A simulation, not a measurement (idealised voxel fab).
Name of the process module below: voxel self aligned vias
The figure presents cross-section cut, which has a width of 205 nm and is divided into square cells with an edge length of 5 nm.
Throughout this document, each cross-section is represented as a grid of square cells and is presented as a sequence of bands enumerated from the top downward, where a band comprises one or more rows of cells. Top, bottom (nm), then materials left to right with widths (nm); lone material tagged "throughout" fills the whole band edge to edge; "blank" = empty space. Heights from 0 (as-received wafer is one material below). Bottom band endless downward, as "z 0 and below". A width such as "30..40" changes by the same amount from each row of cells to the next, from the band's top row to its bottom row. Any step labelled "no modification" changed none of the cells in the cross-section. Closed empty spaces (no open way to the top) of 8 cells or more are what "Unvented voids" lists, each as width x height at distance from the left edge, nm for all three. Post-settings text on a step line: simulator's own remark regarding the step. overlay nm: mask offset rightward from planned place, masked step; negative means leftward offset.
# These are the steps we planned for the process
| 1 | RECEIVE | material Si |
| 2 | CONFORMAL_DEP | material SiO2 | thk nm 10 |
| 3 | CONFORMAL_DEP | material SiCN | thk nm 5 |
| 4 | DIRECTIONAL_DEP | material lowk | thk nm 20 |
| 5 | PATTERN | tone open | mask id LINES | material resist | width nm 25 | pitch nm 65 | thk nm 20 | overlay nm 0 |
| 6 | DIRECTIONAL_ETCH | etch materials lowk | depth nm 20 |
| 7 | STRIP | etch materials resist |
| 8 | CONFORMAL_DEP | material TiN | thk nm 5 |
| 9 | FILL_DEP | material Ru | thk nm 5 |
| 10 | CMP | height nm 35 |
| 11 | SELECTIVE_ETCH | etch materials W Ru TiN | depth nm 10 |
| 12 | FILL_DEP | material SiN | thk nm 5 |
| 13 | CMP | height nm 35 |
| 14 | DIRECTIONAL_DEP | material lowk | thk nm 15 |
| 15 | DIRECTIONAL_DEP | material aC | thk nm 10 |
| 16 | PATTERN | tone open | mask id VIAS | material resist | width nm 45 | thk nm 25 | overlay nm 0 |
| 17 | DIRECTIONAL_ETCH | etch materials aC | depth nm 10 |
| 18 | STRIP | etch materials resist |
| 19 | DIRECTIONAL_ETCH | etch materials lowk | depth nm 15 |
| 20 | DIRECTIONAL_ETCH | etch materials SiN | depth nm 10 |
| 21 | STRIP | etch materials aC |
| 22 | CONFORMAL_DEP | material TiN | thk nm 5 |
| 23 | FILL_DEP | material Cu | thk nm 5 |
| 24 | CMP | height nm 50 |
| 25 | CONFORMAL_DEP | material SiN | thk nm 5 |
For this document, wafers share an identical start and vary in the step 25 thk nm; the plan quotes the first wafer's value.
# Cross-section: the first of several wafers in its as-received state, i.e. following step 1
	z 0 and below  Si throughout
	Unvented voids: none
# Module end state after final step 25: cross-section of the first of several wafers
	z 55 to 50  SiN throughout
	z 50 to 40  lowk (45) | TiN (5) | Cu (35) | TiN (5) | lowk (115)
	z 40 to 35  lowk (45) | TiN (15) | Cu (15) | TiN (15) | lowk (115)
	z 35 to 30  lowk (55) | TiN (5) | Cu (15) | TiN (5) | lowk (40) | SiN (25) | lowk (60)
	z 30 to 25  lowk (55) | TiN (25) | lowk (40) | SiN (25) | lowk (60)
	z 25 to 20  lowk (55) | TiN (5) | Ru (15) | TiN (5) | lowk (40) | TiN (5) | Ru (15) | TiN (5) | lowk (60)
	z 20 to 15  lowk (55) | TiN (25) | lowk (40) | TiN (25) | lowk (60)
	z 15 to 10  SiCN throughout
	z 10 to 0  SiO2 throughout
	z 0 and below  Si throughout
	Unvented voids: none
# Here's the last wafer cross-sectioned at the end of the module
	z 70 to 50  SiN throughout
	z 50 to 40  lowk (45) | TiN (5) | Cu (35) | TiN (5) | lowk (115)
	z 40 to 35  lowk (45) | TiN (15) | Cu (15) | TiN (15) | lowk (115)
	z 35 to 30  lowk (55) | TiN (5) | Cu (15) | TiN (5) | lowk (40) | SiN (25) | lowk (60)
	z 30 to 25  lowk (55) | TiN (25) | lowk (40) | SiN (25) | lowk (60)
	z 25 to 20  lowk (55) | TiN (5) | Ru (15) | TiN (5) | lowk (40) | TiN (5) | Ru (15) | TiN (5) | lowk (60)
	z 20 to 15  lowk (55) | TiN (25) | lowk (40) | TiN (25) | lowk (60)
	z 15 to 10  SiCN throughout
	z 10 to 0  SiO2 throughout
	z 0 and below  Si throughout
	Unvented voids: none
# The following table contains a row per wafer, in which are reported, at the conclusion of the module, the cells of each material gained (+) or lost (-) since the wafer's receipt, with its closed voids given thereafter
thk nm 5, +20 Cu, +6 Ru, +41 SiCN, +51 SiN, +82 SiO2, +31 TiN, +220 lowk, Unvented voids: none
thk nm 10, +20 Cu, +6 Ru, +41 SiCN, +92 SiN, +82 SiO2, +31 TiN, +220 lowk, Unvented voids: none
thk nm 15, +20 Cu, +6 Ru, +41 SiCN, +133 SiN, +82 SiO2, +31 TiN, +220 lowk, Unvented voids: none
thk nm 20, +20 Cu, +6 Ru, +41 SiCN, +174 SiN, +82 SiO2, +31 TiN, +220 lowk, Unvented voids: none
